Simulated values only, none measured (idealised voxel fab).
process module | voxel spacer lines
cross-section cut | 270 nm wide | cells 5 nm
A cross-section is a grid of square cells, given in bands from the top down. A band is one or more rows of cells.
Each band's line starts with the height of the band's top and of its bottom, in nm. Then come its materials from left to right, each with its width in nm. One material with "throughout" fills the band from edge to edge. "air" is empty space.
Height 0 is the level under which the wafer as received is all one material. The lowest band goes on downwards, as in "0 down".
A width such as "30 to 40" changes by the same amount from each row of cells to the next, from the band's top row to its bottom row.
"no change" after a step means that no cell of the cross-section changed.
closed voids: empty space of 8 cells or more with no open way to the top, each as width x height at its distance from the left edge, in nm
after a step's settings: what the simulator itself notes on the step
overlay nm, on a step with a mask: how far to the right of its planned place the mask lay; to the left if negative
plan
1 op RECEIVE | material Si
2 op CONFORMAL_DEP | material SiO2 | thk nm 10
3 op DIRECTIONAL_DEP | material W | thk nm 20
4 op DIRECTIONAL_DEP | material polySi | thk nm 25
5 op PATTERN | tone cover | mask id MANDREL | material resist | width nm 15 | pitch nm 60 | thk nm 35 | overlay nm 0
6 op DIRECTIONAL_ETCH | etch materials polySi | depth nm 25
7 op STRIP | etch materials resist
8 op CONFORMAL_DEP | material SiN | thk nm 15
9 op DIRECTIONAL_ETCH | etch materials SiN | depth nm 15
10 op STRIP | etch materials polySi
11 op DIRECTIONAL_ETCH | etch materials W | depth nm 20
12 op STRIP | etch materials SiN
13 op FILL_DEP | material lowk | thk nm 5
14 op CMP | height nm 30
as received, after step 1
  0 down: Si throughout
  closed voids: none
a wafer at the end: this start, this plan, one mistake
  20 to 10: lowk 50 | W 15 | lowk 15 | W 15 | lowk 15 | W 15 | lowk 15 | W 15 | lowk 15 | W 15 | lowk 15 | W 15 | lowk 55
  10 to 0: SiO2 throughout
  0 down: Si throughout
  closed voids: none
what went wrong: step 14 ran as: op CMP | height nm 20
